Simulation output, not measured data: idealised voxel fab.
The process module that follows is named voxel fin reveal.
Shown is cross-section cut, with a width of 180 nm and square cells of size 5 nm.
Cross-sections here: square-cell grids, written as top-down lists of bands, a band being one or more rows of cells. What a band's entry tells you: where the top is and where the bottom is, as heights in nm, and after that what lies inside, material by material from left to right, each with its width in nm. Empty space is written as the word "empty", and a single material marked with the word "all across" occupies the band from edge to edge. It should be noted that heights are counted from 0, beneath which the wafer as supplied is of one material throughout, and that the lowest band possesses no lower boundary but continues downward, as written in "z 0 and below". The width entry "30..40" should be interpreted row by row: the top row of cells in the band takes the first number, the bottom row takes the second number, and the change between adjacent rows is uniform throughout. Basically "left unchanged" means that step didn't change any cell in the cross-section. Each empty space that has no open way to the top and spans at least 8 cells appears under "Tabulated closed voids" as width x height at distance, the distance counted from the left edge, all in nm. On a step's line, text after the settings is the simulator commenting on that step. overlay nm, on a step with a mask: how far to the right of its planned place the mask lay; to the left if negative.

**The planned process steps are enumerated hereunder**
1 RECEIVE (material Si)
2 CONFORMAL_DEP (material SiN; thk nm 10)
3 PATTERN (tone cover; mask id FINS; material resist; width nm 15; pitch nm 45; thk nm 15; overlay nm 0)
4 DIRECTIONAL_ETCH (etch materials SiN; depth nm 10)
5 DIRECTIONAL_ETCH (etch materials Si; depth nm 40)
6 STRIP (etch materials resist)
7 OXIDIZE (depth nm 5)
8 FILL_DEP (material SiO2; thk nm 10)
9 CMP (height nm 10)
10 SELECTIVE_ETCH (etch materials SiO2; depth nm 30)
11 STRIP (etch materials SiN)
12 CONFORMAL_DEP (material HfO2; thk nm 5)

**The first of a set of two wafers, run to plan**

**As-received state of the wafer in cross-section, equivalent to post-step 1**
z 0 and below  Si all across
Tabulated closed voids: none

**Cross-section of the wafer subsequent to step 2**
z 10 to 0  SiN all across
At heights below 0, the structure remains unaltered.

**Cross-section of the wafer subsequent to step 3**
z 25 to 10  empty 60  resist 15  empty 30  resist 15  empty 60
At heights below 10, the structure remains unaltered.

**Cross-section of the wafer subsequent to step 4**
z 25 to 10  empty 60  resist 15  empty 30  resist 15  empty 60
z 10 to 0  empty 60  SiN 15  empty 30  SiN 15  empty 60
At heights below 0, the structure remains unaltered.

**Cross-section of the wafer subsequent to step 5**
z 25 to 10  empty 60  resist 15  empty 30  resist 15  empty 60
z 10 to 0  empty 60  SiN 15  empty 30  SiN 15  empty 60
z 0 to -40  empty 60  Si 15  empty 30  Si 15  empty 60
At heights below -40, the structure remains unaltered.

**Cross-section of the wafer subsequent to step 6**
z 10 to 0  empty 60  SiN 15  empty 30  SiN 15  empty 60
At heights below 0, the structure remains unaltered.

**Cross-section of the wafer subsequent to step 7**
z 10 to 0  empty 60  SiN 15  empty 30  SiN 15  empty 60
z 0 to -40  empty 60  SiO2 5  Si 5  SiO2 5  empty 30  SiO2 5  Si 5  SiO2 5  empty 60
z -40 to -45  SiO2 65  Si 5  SiO2 40  Si 5  SiO2 65
At heights below -45, the structure remains unaltered.

**Cross-section of the wafer subsequent to step 8**
z 20 to 10  SiO2 all across
z 10 to 0  SiO2 60  SiN 15  SiO2 30  SiN 15  SiO2 60
z 0 to -45  SiO2 65  Si 5  SiO2 40  Si 5  SiO2 65
At heights below -45, the structure remains unaltered.

**Cross-section of the wafer subsequent to step 9**
z 10 to 0  SiO2 60  SiN 15  SiO2 30  SiN 15  SiO2 60
At heights below 0, the structure remains unaltered.

**Cross-section of the wafer subsequent to step 10**
z 10 to 0  empty 60  SiN 15  empty 30  SiN 15  empty 60
z 0 to -20  empty 65  Si 5  empty 40  Si 5  empty 65
At heights below -20, the structure remains unaltered.

**Cross-section of the wafer subsequent to step 11**
z 0 to -20  empty 65  Si 5  empty 40  Si 5  empty 65
At heights below -20, the structure remains unaltered.

**Cross-section of the wafer subsequent to step 12**
z 5 to 0  empty 60  HfO2 15  empty 30  HfO2 15  empty 60
z 0 to -15  empty 60  HfO2 5  Si 5  HfO2 5  empty 30  HfO2 5  Si 5  HfO2 5  empty 60
z -15 to -20  HfO2 65  Si 5  HfO2 40  Si 5  HfO2 65
At heights below -20, the structure remains unaltered.

**The second wafer was prepared from the same starting point and under the same plan as the first; its processing contained one mistake, and it remains indistinguishable from the first wafer up to and including step 9**

**Cross-sectional view of the second wafer at the intended end time of process step 10**
z 10 to 0  empty 60  SiN 15  empty 30  SiN 15  empty 60
z 0 to -45  empty 65  Si 5  empty 40  Si 5  empty 65
At heights below -45, the structure remains unaltered.

**Cross-sectional view of the second wafer at the intended end time of process step 11**
z 0 to -45  empty 65  Si 5  empty 40  Si 5  empty 65
At heights below -45, the structure remains unaltered.

**Cross-sectional view of the second wafer at the intended end time of process step 12**
z 5 to 0  empty 60  HfO2 15  empty 30  HfO2 15  empty 60
z 0 to -40  empty 60  HfO2 5  Si 5  HfO2 5  empty 30  HfO2 5  Si 5  HfO2 5  empty 60
z -40 to -45  HfO2 65  Si 5  HfO2 40  Si 5  HfO2 65
At heights below -45, the structure remains unaltered.
What broke from the plan during processing? step 10 in the plan was executed twice
Materials where the second wafer ends with more or fewer cells than the first: +20 HfO2, -170 SiO2
